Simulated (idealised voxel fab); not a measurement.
process module | voxel self aligned contacts
cross-section cut | 260 nm wide | cells 5 nm
A cross-section is a grid of square cells, given in bands from the top down. A band is one or more rows of cells.
Each band's line starts with the height of the band's top and of its bottom, in nm. Then come its materials from left to right, each with its width in nm. One material with "throughout" fills the band from edge to edge. "air" is empty space.
Height 0 is the level under which the wafer as received is all one material. The lowest band goes on downwards, as in "0 down".
A width such as "30 to 40" changes by the same amount from each row of cells to the next, from the band's top row to its bottom row.
"no change" after a step means that no cell of the cross-section changed.
closed voids: empty space of 8 cells or more with no open way to the top, each as width x height at its distance from the left edge, in nm
after a step's settings: what the simulator itself notes on the step
overlay nm, on a step with a mask: how far to the right of its planned place the mask lay; to the left if negative
Each pair below shows a cross-section before one step and the cross-section after it, down to the lowest band that changed. The line under each pair gives the step between them, with its settings. The pairs can come from different runs of this module on the same starting wafer, so a pair continues from the pair above only where its "before" says so.
before
  70 to 65: TiN 85 | air 35 | TiN 25 | air 35 | TiN 80
  65 to 60: SiO2 80 | TiN 15 | air 5 | TiN 25 | SiO2 15 | TiN 15 | air 5 | TiN 25 | SiO2 75
  60 to 35: SiO2 45 | SiN 45 | TiN 5 | air 5 | TiN 5 | SiN 45 | TiN 5 | air 5 | TiN 5 | SiN 45 | SiO2 50
  35 to 5: SiO2 45 | SiN 10 | polySi 25 | SiN 10 | TiN 5 | air 5 | TiN 5 | SiN 10 | polySi 25 | SiN 10 | TiN 5 | air 5 | TiN 5 | SiN 10 | polySi 25 | SiN 10 | SiO2 50
  5 to 0: SiO2 90 | TiN 15 | SiO2 45 | TiN 15 | SiO2 95
  0 down: Si throughout
  closed voids: none
after
  75 to 70: W throughout
  70 to 65: TiN 85 | W 35 | TiN 25 | W 35 | TiN 80
  65 to 60: SiO2 80 | TiN 15 | W 5 | TiN 25 | SiO2 15 | TiN 15 | W 5 | TiN 25 | SiO2 75
  60 to 35: SiO2 45 | SiN 45 | TiN 5 | W 5 | TiN 5 | SiN 45 | TiN 5 | W 5 | TiN 5 | SiN 45 | SiO2 50
  35 to 5: SiO2 45 | SiN 10 | polySi 25 | SiN 10 | TiN 5 | W 5 | TiN 5 | SiN 10 | polySi 25 | SiN 10 | TiN 5 | W 5 | TiN 5 | SiN 10 | polySi 25 | SiN 10 | SiO2 50
  below 5: unchanged
  closed voids: none
the step between: op FILL_DEP | material W | thk nm 5
before: the cross-section after the pair above
after
  65 to 60: SiO2 80 | TiN 15 | W 5 | TiN 25 | SiO2 15 | TiN 15 | W 5 | TiN 25 | SiO2 75
  below 60: unchanged
  closed voids: none
the step between: op CMP | height nm 65
before: the cross-section after the pair above
after
  70 to 65: SiCN throughout
  below 65: unchanged
  closed voids: none
the step between: op CONFORMAL_DEP | material SiCN | thk nm 5
before
  35 to 5: polySi throughout
  5 to 0: SiO2 throughout
  0 down: Si throughout
  closed voids: none
after
  60 to 35: W throughout
  below 35: unchanged
  closed voids: none
the step between: op DIRECTIONAL_DEP | material W | thk nm 25
before: the cross-section after the pair above
after
  70 to 60: SiN throughout
  below 60: unchanged
  closed voids: none
the step between: op CONFORMAL_DEP | material SiN | thk nm 10
before: the cross-section after the pair above
after
  60 to 35: W throughout
  below 35: unchanged
  closed voids: none
the step between: op DIRECTIONAL_ETCH | etch materials SiN | depth nm 10
before: the cross-section after the pair above
after
  75 to 60: SiO2 throughout
  below 60: unchanged
  closed voids: none
the step between: op FILL_DEP | material SiO2 | thk nm 15
before: the cross-section after the pair above
after
  65 to 60: SiO2 throughout
  below 60: unchanged
  closed voids: none
the step between: op CMP | height nm 65
before: the cross-section after the pair above
after
  65 to 60: SiO2 75 | air 45 | SiO2 15 | air 45 | SiO2 80
  below 60: unchanged
  closed voids: none
the step between: op MASKED_ETCH | tone open | mask id CONTACT | width nm 45 | pitch nm 60 | etch materials SiO2 | depth nm 65 | overlay nm 0
before: the cross-section after the pair above
after
  70 to 65: TiN 80 | air 35 | TiN 25 | air 35 | TiN 85
  65 to 60: SiO2 75 | TiN 45 | SiO2 15 | TiN 45 | SiO2 80
  below 60: unchanged
  closed voids: none
the step between: op CONFORMAL_DEP | material TiN | thk nm 5
before: the cross-section after the pair above
after
  75 to 70: W throughout
  70 to 65: TiN 80 | W 35 | TiN 25 | W 35 | TiN 85
  below 65: unchanged
  closed voids: none
the step between: op FILL_DEP | material W | thk nm 5
before: the cross-section after the pair above
after
  65 to 60: SiO2 75 | TiN 45 | SiO2 15 | TiN 45 | SiO2 80
  below 60: unchanged
  closed voids: none
the step between: op CMP | height nm 65
before: the cross-section after the pair above
after
  70 to 65: SiCN throughout
  below 65: unchanged
  closed voids: none
the step between: op CONFORMAL_DEP | material SiCN | thk nm 5
before
  65 to 60: SiO2 throughout
  60 to 35: SiO2 45 | SiN 45 | SiO2 15 | SiN 45 | SiO2 15 | SiN 45 | SiO2 50
  35 to 5: SiO2 45 | SiN 10 | polySi 25 | SiN 10 | SiO2 15 | SiN 10 | polySi 25 | SiN 10 | SiO2 15 | SiN 10 | polySi 25 | SiN 10 | SiO2 50
  5 to 0: SiO2 throughout
  0 down: Si throughout
  closed voids: none
after
  65 to 60: air 75 | SiO2 45 | air 15 | SiO2 45 | air 80
  60 to 35: air 45 | SiN 45 | SiO2 15 | SiN 45 | SiO2 15 | SiN 45 | air 50
  35 to 5: air 45 | SiN 10 | polySi 25 | SiN 10 | SiO2 15 | SiN 10 | polySi 25 | SiN 10 | SiO2 15 | SiN 10 | polySi 25 | SiN 10 | air 50
  5 to 0: air 45 | SiO2 165 | air 50
  below 0: unchanged
  closed voids: none
the step between: op MASKED_ETCH | tone cover | mask id CONTACT | width nm 45 | pitch nm 60 | etch materials SiO2 | depth nm 65 | overlay nm 0
before: the cross-section after the pair above
after
  70 to 65: air 70 | TiN 55 | air 5 | TiN 55 | air 75
  65 to 60: air 40 | TiN 35 | SiO2 45 | TiN 15 | SiO2 45 | TiN 35 | air 45
  60 to 35: air 40 | TiN 5 | SiN 45 | SiO2 15 | SiN 45 | SiO2 15 | SiN 45 | TiN 5 | air 45
  35 to 5: air 40 | TiN 5 | SiN 10 | polySi 25 | SiN 10 | SiO2 15 | SiN 10 | polySi 25 | SiN 10 | SiO2 15 | SiN 10 | polySi 25 | SiN 10 | TiN 5 | air 45
  5 to 0: TiN 45 | SiO2 165 | TiN 50
  below 0: unchanged
  closed voids: none
the step between: op CONFORMAL_DEP | material TiN | thk nm 5
before: the cross-section after the pair above
after
  75 to 70: W throughout
  70 to 65: W 70 | TiN 55 | W 5 | TiN 55 | W 75
  65 to 60: W 40 | TiN 35 | SiO2 45 | TiN 15 | SiO2 45 | TiN 35 | W 45
  60 to 35: W 40 | TiN 5 | SiN 45 | SiO2 15 | SiN 45 | SiO2 15 | SiN 45 | TiN 5 | W 45
  35 to 5: W 40 | TiN 5 | SiN 10 | polySi 25 | SiN 10 | SiO2 15 | SiN 10 | polySi 25 | SiN 10 | SiO2 15 | SiN 10 | polySi 25 | SiN 10 | TiN 5 | W 45
  below 5: unchanged
  closed voids: none
the step between: op FILL_DEP | material W | thk nm 5
before: the cross-section after the pair above
after
  65 to 60: W 40 | TiN 35 | SiO2 45 | TiN 15 | SiO2 45 | TiN 35 | W 45
  below 60: unchanged
  closed voids: none
the step between: op CMP | height nm 65
before: the cross-section after the pair above
after
  70 to 65: SiCN throughout
  below 65: unchanged
  closed voids: none
the step between: op CONFORMAL_DEP | material SiCN | thk nm 5
